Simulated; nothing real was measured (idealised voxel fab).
Process module in this document: voxel spacer lines
Square cells of 5 nm make up the cross-section cut, whose width is 145 nm.
Heads up, the way a cross-section reads in here is a grid of square cells, handed over as bands from the top down, with every band being one or more rows of cells. A band entry consists of two parts. The first gives the height of the band's top and the height of its bottom, in nm. The rest lists the band's materials from left to right, each with its width in nm. A single material labelled with the word "all across" fills the band from edge to edge, and the word "blank" marks empty space. Height reference: 0 = level under which incoming wafer is all one material. Lowest band: no bottom, runs on downward, e.g. "top 0, no bottom". The notation "30..40" denotes a width that varies across the rows of cells in the band, beginning at the first number in the top row, finishing at the second number in the bottom row, and changing by an identical amount from each row to the next. "everything unchanged" for a step: no cell of the cross-section changed in that step. This entry, "Closed-off voids", enumerates those empty regions of no fewer than 8 cells that possess no open connection to the top. Each region is reported in the form width x height at distance, the distance being taken from the left edge, with all three quantities expressed in nm. Text after the settings on a step's line: the simulator's own remark on that step. "overlay nm" on a masked step: distance the mask lay right of its planned place, negative for left.

### Below is the list of planned process steps
1: RECEIVE with material Si
2: CONFORMAL_DEP with material Al2O3, thk nm 5
3: DIRECTIONAL_DEP with material TiN, thk nm 20
4: DIRECTIONAL_DEP with material polySi, thk nm 30
5: PATTERN with tone cover, mask id MANDREL, material resist, width nm 15, pitch nm 50, thk nm 35, overlay nm 0
6: DIRECTIONAL_ETCH with etch materials polySi, depth nm 30
7: STRIP with etch materials resist
8: CONFORMAL_DEP with material SiO2, thk nm 10
9: DIRECTIONAL_ETCH with etch materials SiO2, depth nm 10
10: STRIP with etch materials polySi
11: DIRECTIONAL_ETCH with etch materials TiN, depth nm 20
12: STRIP with etch materials SiO2
13: FILL_DEP with material lowk, thk nm 5
14: CMP with height nm 25

### First of two wafers, processed according to plan

### Delivered wafer in cross-section: state after step 1
top 0, no bottom: Si all across
Closed-off voids: none

### Step 2 complete: cross-section through the wafer
top 5, bottom 0: Al2O3 all across
Unchanged below 0.

### Step 3 complete: cross-section through the wafer
top 25, bottom 5: TiN all across
Unchanged below 5.

### Step 4 complete: cross-section through the wafer
top 55, bottom 25: polySi all across
Unchanged below 25.

### Step 5 complete: cross-section through the wafer
top 90, bottom 55: blank 15 nm | resist 15 nm | blank 35 nm | resist 15 nm | blank 35 nm | resist 15 nm | blank 15 nm
Unchanged below 55.

### Step 6 complete: cross-section through the wafer
top 90, bottom 55: blank 15 nm | resist 15 nm | blank 35 nm | resist 15 nm | blank 35 nm | resist 15 nm | blank 15 nm
top 55, bottom 25: blank 15 nm | polySi 15 nm | blank 35 nm | polySi 15 nm | blank 35 nm | polySi 15 nm | blank 15 nm
Unchanged below 25.

### Step 7 complete: cross-section through the wafer
top 55, bottom 25: blank 15 nm | polySi 15 nm | blank 35 nm | polySi 15 nm | blank 35 nm | polySi 15 nm | blank 15 nm
Unchanged below 25.

### Step 8 complete: cross-section through the wafer
top 65, bottom 55: blank 5 nm | SiO2 35 nm | blank 15 nm | SiO2 35 nm | blank 15 nm | SiO2 35 nm | blank 5 nm
top 55, bottom 35: blank 5 nm | SiO2 10 nm | polySi 15 nm | SiO2 10 nm | blank 15 nm | SiO2 10 nm | polySi 15 nm | SiO2 10 nm | blank 15 nm | SiO2 10 nm | polySi 15 nm | SiO2 10 nm | blank 5 nm
top 35, bottom 25: SiO2 15 nm | polySi 15 nm | SiO2 35 nm | polySi 15 nm | SiO2 35 nm | polySi 15 nm | SiO2 15 nm
Unchanged below 25.

### Step 9 complete: cross-section through the wafer
top 55, bottom 25: blank 5 nm | SiO2 10 nm | polySi 15 nm | SiO2 10 nm | blank 15 nm | SiO2 10 nm | polySi 15 nm | SiO2 10 nm | blank 15 nm | SiO2 10 nm | polySi 15 nm | SiO2 10 nm | blank 5 nm
Unchanged below 25.

### Step 10 complete: cross-section through the wafer
top 55, bottom 25: blank 5 nm | SiO2 10 nm | blank 15 nm | SiO2 10 nm | blank 15 nm | SiO2 10 nm | blank 15 nm | SiO2 10 nm | blank 15 nm | SiO2 10 nm | blank 15 nm | SiO2 10 nm | blank 5 nm
Unchanged below 25.

### Step 11 complete: cross-section through the wafer
top 55, bottom 25: blank 5 nm | SiO2 10 nm | blank 15 nm | SiO2 10 nm | blank 15 nm | SiO2 10 nm | blank 15 nm | SiO2 10 nm | blank 15 nm | SiO2 10 nm | blank 15 nm | SiO2 10 nm | blank 5 nm
top 25, bottom 5: blank 5 nm | TiN 10 nm | blank 15 nm | TiN 10 nm | blank 15 nm | TiN 10 nm | blank 15 nm | TiN 10 nm | blank 15 nm | TiN 10 nm | blank 15 nm | TiN 10 nm | blank 5 nm
Unchanged below 5.

### Step 12 complete: cross-section through the wafer
top 25, bottom 5: blank 5 nm | TiN 10 nm | blank 15 nm | TiN 10 nm | blank 15 nm | TiN 10 nm | blank 15 nm | TiN 10 nm | blank 15 nm | TiN 10 nm | blank 15 nm | TiN 10 nm | blank 5 nm
Unchanged below 5.

### Step 13 complete: cross-section through the wafer
top 30, bottom 25: lowk all across
top 25, bottom 5: lowk 5 nm | TiN 10 nm | lowk 15 nm | TiN 10 nm | lowk 15 nm | TiN 10 nm | lowk 15 nm | TiN 10 nm | lowk 15 nm | TiN 10 nm | lowk 15 nm | TiN 10 nm | lowk 5 nm
Unchanged below 5.

### Step 14 complete: cross-section through the wafer
top 25, bottom 5: lowk 5 nm | TiN 10 nm | lowk 15 nm | TiN 10 nm | lowk 15 nm | TiN 10 nm | lowk 15 nm | TiN 10 nm | lowk 15 nm | TiN 10 nm | lowk 15 nm | TiN 10 nm | lowk 5 nm
Unchanged below 5.

### Second wafer: same start and same plan as the first, one execution error; identical to the first through step 1

### Second wafer shown in cross-section at the time step 2 was slated to end
top 20, bottom 0: TiN all across
Unchanged below 0.

### Second wafer shown in cross-section at the time step 3 was slated to end
top 25, bottom 20: Al2O3 all across
Unchanged below 20.

### Second wafer shown in cross-section at the time step 4 was slated to end
top 55, bottom 25: polySi all across
Unchanged below 25.

### Second wafer shown in cross-section at the time step 5 was slated to end
top 90, bottom 55: blank 15 nm | resist 15 nm | blank 35 nm | resist 15 nm | blank 35 nm | resist 15 nm | blank 15 nm
Unchanged below 55.

### Second wafer shown in cross-section at the time step 6 was slated to end
top 90, bottom 55: blank 15 nm | resist 15 nm | blank 35 nm | resist 15 nm | blank 35 nm | resist 15 nm | blank 15 nm
top 55, bottom 25: blank 15 nm | polySi 15 nm | blank 35 nm | polySi 15 nm | blank 35 nm | polySi 15 nm | blank 15 nm
Unchanged below 25.

### Second wafer shown in cross-section at the time step 7 was slated to end
top 55, bottom 25: blank 15 nm | polySi 15 nm | blank 35 nm | polySi 15 nm | blank 35 nm | polySi 15 nm | blank 15 nm
Unchanged below 25.

### Second wafer shown in cross-section at the time step 8 was slated to end
top 65, bottom 55: blank 5 nm | SiO2 35 nm | blank 15 nm | SiO2 35 nm | blank 15 nm | SiO2 35 nm | blank 5 nm
top 55, bottom 35: blank 5 nm | SiO2 10 nm | polySi 15 nm | SiO2 10 nm | blank 15 nm | SiO2 10 nm | polySi 15 nm | SiO2 10 nm | blank 15 nm | SiO2 10 nm | polySi 15 nm | SiO2 10 nm | blank 5 nm
top 35, bottom 25: SiO2 15 nm | polySi 15 nm | SiO2 35 nm | polySi 15 nm | SiO2 35 nm | polySi 15 nm | SiO2 15 nm
Unchanged below 25.

### Second wafer shown in cross-section at the time step 9 was slated to end
top 55, bottom 25: blank 5 nm | SiO2 10 nm | polySi 15 nm | SiO2 10 nm | blank 15 nm | SiO2 10 nm | polySi 15 nm | SiO2 10 nm | blank 15 nm | SiO2 10 nm | polySi 15 nm | SiO2 10 nm | blank 5 nm
Unchanged below 25.

### Second wafer shown in cross-section at the time step 10 was slated to end
top 55, bottom 25: blank 5 nm | SiO2 10 nm | blank 15 nm | SiO2 10 nm | blank 15 nm | SiO2 10 nm | blank 15 nm | SiO2 10 nm | blank 15 nm | SiO2 10 nm | blank 15 nm | SiO2 10 nm | blank 5 nm
Unchanged below 25.

Second wafer shown in cross-section at the time step 11 was slated to end: everything unchanged

### Second wafer shown in cross-section at the time step 12 was slated to end
top 25, bottom 20: Al2O3 all across
Unchanged below 20.

### Second wafer shown in cross-section at the time step 13 was slated to end
top 30, bottom 25: lowk all across
Unchanged below 25.

### Second wafer shown in cross-section at the time step 14 was slated to end
top 25, bottom 20: Al2O3 all across
Unchanged below 20.
So what did we get wrong on this run? step 2 ran in the slot meant for step 3, and vice versa
At the finish, the second wafer shows more or fewer cells for some materials than the first does: +68 TiN | -68 lowk
